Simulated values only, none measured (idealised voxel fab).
The name of this process module is voxel quadruple lines.
In the cross-section labelled cut, the width is 285 nm and each square cell is 5 nm.
Throughout this document, each cross-section is represented as a grid of square cells and is presented as a sequence of bands enumerated from the top downward, where a band comprises one or more rows of cells. Each band's line starts with the height of the band's top and of its bottom, in nm. Then come its materials from left to right, each with its width in nm. One material with "edge to edge" fills the band from edge to edge. "air" is empty space. A quick word on heights: they are counted from 0, and under that level the wafer as it came to us is one material throughout. The lowest band is different from the rest in having no bottom; it simply continues downward, written as in "from 0 down". A width such as "30->40" changes by the same amount from each row of cells to the next, from the band's top row to its bottom row. For the purposes of this document, the phrase "same as before" attached to a step denotes that no cell within the cross-section was modified by that step. Reported under the label "Entrapped void list" are the empty spaces having no open way to the top and comprising 8 cells or more; the notation for each is width x height at distance, in which the distance is measured from the left edge and all three values are in nm. Where a step's line continues beyond its settings, the continuation is a remark by the simulator itself on that step. overlay nm: for a step with a mask, the amount by which the mask lay right of where it was planned; a negative amount means left of it.

### Below is the list of planned process steps
1. RECEIVE | material Si
2. CONFORMAL_DEP | material Al2O3 | thk nm 5
3. DIRECTIONAL_DEP | material W | thk nm 15
4. DIRECTIONAL_DEP | material polySi | thk nm 20
5. DIRECTIONAL_DEP | material aC | thk nm 25
6. PATTERN | tone cover | mask id MANDREL | material resist | width nm 30 | thk nm 30 | overlay nm 0
7. DIRECTIONAL_ETCH | etch materials aC | depth nm 25
8. STRIP | etch materials resist
9. CONFORMAL_DEP | material SiO2 | thk nm 10
10. DIRECTIONAL_ETCH | etch materials SiO2 | depth nm 10
11. STRIP | etch materials aC
12. DIRECTIONAL_ETCH | etch materials polySi | depth nm 20
13. STRIP | etch materials SiO2
14. CONFORMAL_DEP | material SiN | thk nm 10
15. DIRECTIONAL_ETCH | etch materials SiN | depth nm 10
16. STRIP | etch materials polySi
17. DIRECTIONAL_ETCH | etch materials W | depth nm 15
18. STRIP | etch materials SiN
19. FILL_DEP | material lowk | thk nm 5
20. CMP | height nm 20

### The following pertains to the first of two wafers, which was processed as planned

### Here's what the wafer looked like in cross-section when it arrived - that's after step 1
- from 0 down: Si edge to edge
- Entrapped void list: none

### Cross-section through the wafer, step 2 finished
- from 5 to 0: Al2O3 edge to edge
- Under 0: no change, same as before.

### Cross-section through the wafer, step 3 finished
- from 20 to 5: W edge to edge
- Under 5: no change, same as before.

### Cross-section through the wafer, step 4 finished
- from 40 to 20: polySi edge to edge
- Under 20: no change, same as before.

### Cross-section through the wafer, step 5 finished
- from 65 to 40: aC edge to edge
- Under 40: no change, same as before.

### Cross-section through the wafer, step 6 finished
- from 95 to 65: air: 125 / resist: 30 / air: 130
- Under 65: no change, same as before.

### Cross-section through the wafer, step 7 finished
- from 70 to 65: air: 125 / resist: 30 / air: 130
- from 65 to 40: air: 125 / aC: 30 / air: 130
- Under 40: no change, same as before.

### Cross-section through the wafer, step 8 finished
- from 65 to 40: air: 125 / aC: 30 / air: 130
- Under 40: no change, same as before.

### Cross-section through the wafer, step 9 finished
- from 75 to 65: air: 115 / SiO2: 50 / air: 120
- from 65 to 50: air: 115 / SiO2: 10 / aC: 30 / SiO2: 10 / air: 120
- from 50 to 40: SiO2: 125 / aC: 30 / SiO2: 130
- Under 40: no change, same as before.

### Cross-section through the wafer, step 10 finished
- from 65 to 40: air: 115 / SiO2: 10 / aC: 30 / SiO2: 10 / air: 120
- Under 40: no change, same as before.

### Cross-section through the wafer, step 11 finished
- from 65 to 40: air: 115 / SiO2: 10 / air: 30 / SiO2: 10 / air: 120
- Under 40: no change, same as before.

### Cross-section through the wafer, step 12 finished
- from 65 to 40: air: 115 / SiO2: 10 / air: 30 / SiO2: 10 / air: 120
- from 40 to 20: air: 115 / polySi: 10 / air: 30 / polySi: 10 / air: 120
- Under 20: no change, same as before.

### Cross-section through the wafer, step 13 finished
- from 40 to 20: air: 115 / polySi: 10 / air: 30 / polySi: 10 / air: 120
- Under 20: no change, same as before.

### Cross-section through the wafer, step 14 finished
- from 50 to 40: air: 105 / SiN: 30 / air: 10 / SiN: 30 / air: 110
- from 40 to 30: air: 105 / SiN: 10 / polySi: 10 / SiN: 10 / air: 10 / SiN: 10 / polySi: 10 / SiN: 10 / air: 110
- from 30 to 20: SiN: 115 / polySi: 10 / SiN: 30 / polySi: 10 / SiN: 120
- Under 20: no change, same as before.

### Cross-section through the wafer, step 15 finished
- from 40 to 20: air: 105 / SiN: 10 / polySi: 10 / SiN: 10 / air: 10 / SiN: 10 / polySi: 10 / SiN: 10 / air: 110
- Under 20: no change, same as before.

### Cross-section through the wafer, step 16 finished
- from 40 to 20: air: 105 / SiN: 10 / air: 10 / SiN: 10 / air: 10 / SiN: 10 / air: 10 / SiN: 10 / air: 110
- Under 20: no change, same as before.

### Cross-section through the wafer, step 17 finished
- from 40 to 20: air: 105 / SiN: 10 / air: 10 / SiN: 10 / air: 10 / SiN: 10 / air: 10 / SiN: 10 / air: 110
- from 20 to 5: air: 105 / W: 10 / air: 10 / W: 10 / air: 10 / W: 10 / air: 10 / W: 10 / air: 110
- Under 5: no change, same as before.

### Cross-section through the wafer, step 18 finished
- from 20 to 5: air: 105 / W: 10 / air: 10 / W: 10 / air: 10 / W: 10 / air: 10 / W: 10 / air: 110
- Under 5: no change, same as before.

### Cross-section through the wafer, step 19 finished
- from 25 to 20: lowk edge to edge
- from 20 to 5: lowk: 105 / W: 10 / lowk: 10 / W: 10 / lowk: 10 / W: 10 / lowk: 10 / W: 10 / lowk: 110
- Under 5: no change, same as before.

### Cross-section through the wafer, step 20 finished
- from 20 to 5: lowk: 105 / W: 10 / lowk: 10 / W: 10 / lowk: 10 / W: 10 / lowk: 10 / W: 10 / lowk: 110
- Under 5: no change, same as before.

### The second wafer: identical to the first at the outset and in its planned sequence, differing only in that one mistake was made during processing; up to and including step 5, its path is the first wafer's path

### The second wafer in cross-section, at the planned close of step 6
- from 95 to 65: air: 120 / resist: 30 / air: 135
- Under 65: no change, same as before.

### The second wafer in cross-section, at the planned close of step 7
- from 70 to 65: air: 120 / resist: 30 / air: 135
- from 65 to 40: air: 120 / aC: 30 / air: 135
- Under 40: no change, same as before.

### The second wafer in cross-section, at the planned close of step 8
- from 65 to 40: air: 120 / aC: 30 / air: 135
- Under 40: no change, same as before.

### The second wafer in cross-section, at the planned close of step 9
- from 75 to 65: air: 110 / SiO2: 50 / air: 125
- from 65 to 50: air: 110 / SiO2: 10 / aC: 30 / SiO2: 10 / air: 125
- from 50 to 40: SiO2: 120 / aC: 30 / SiO2: 135
- Under 40: no change, same as before.

### The second wafer in cross-section, at the planned close of step 10
- from 65 to 40: air: 110 / SiO2: 10 / aC: 30 / SiO2: 10 / air: 125
- Under 40: no change, same as before.

### The second wafer in cross-section, at the planned close of step 11
- from 65 to 40: air: 110 / SiO2: 10 / air: 30 / SiO2: 10 / air: 125
- Under 40: no change, same as before.

### The second wafer in cross-section, at the planned close of step 12
- from 65 to 40: air: 110 / SiO2: 10 / air: 30 / SiO2: 10 / air: 125
- from 40 to 20: air: 110 / polySi: 10 / air: 30 / polySi: 10 / air: 125
- Under 20: no change, same as before.

### The second wafer in cross-section, at the planned close of step 13
- from 40 to 20: air: 110 / polySi: 10 / air: 30 / polySi: 10 / air: 125
- Under 20: no change, same as before.

### The second wafer in cross-section, at the planned close of step 14
- from 50 to 40: air: 100 / SiN: 30 / air: 10 / SiN: 30 / air: 115
- from 40 to 30: air: 100 / SiN: 10 / polySi: 10 / SiN: 10 / air: 10 / SiN: 10 / polySi: 10 / SiN: 10 / air: 115
- from 30 to 20: SiN: 110 / polySi: 10 / SiN: 30 / polySi: 10 / SiN: 125
- Under 20: no change, same as before.

### The second wafer in cross-section, at the planned close of step 15
- from 40 to 20: air: 100 / SiN: 10 / polySi: 10 / SiN: 10 / air: 10 / SiN: 10 / polySi: 10 / SiN: 10 / air: 115
- Under 20: no change, same as before.

### The second wafer in cross-section, at the planned close of step 16
- from 40 to 20: air: 100 / SiN: 10 / air: 10 / SiN: 10 / air: 10 / SiN: 10 / air: 10 / SiN: 10 / air: 115
- Under 20: no change, same as before.

### The second wafer in cross-section, at the planned close of step 17
- from 40 to 20: air: 100 / SiN: 10 / air: 10 / SiN: 10 / air: 10 / SiN: 10 / air: 10 / SiN: 10 / air: 115
- from 20 to 5: air: 100 / W: 10 / air: 10 / W: 10 / air: 10 / W: 10 / air: 10 / W: 10 / air: 115
- Under 5: no change, same as before.

### The second wafer in cross-section, at the planned close of step 18
- from 20 to 5: air: 100 / W: 10 / air: 10 / W: 10 / air: 10 / W: 10 / air: 10 / W: 10 / air: 115
- Under 5: no change, same as before.

### The second wafer in cross-section, at the planned close of step 19
- from 25 to 20: lowk edge to edge
- from 20 to 5: lowk: 100 / W: 10 / lowk: 10 / W: 10 / lowk: 10 / W: 10 / lowk: 10 / W: 10 / lowk: 115
- Under 5: no change, same as before.

### The second wafer in cross-section, at the planned close of step 20
- from 20 to 5: lowk: 100 / W: 10 / lowk: 10 / W: 10 / lowk: 10 / W: 10 / lowk: 10 / W: 10 / lowk: 115
- Under 5: no change, same as before.
Misprocessing identified: step 6 ran with different settings than intended, the actual operation and settings being PATTERN | tone cover | mask id MANDREL | material resist | width nm 30 | thk nm 30 | overlay nm -5
End check, second vs first wafer: material counts in cells match, positions do not.
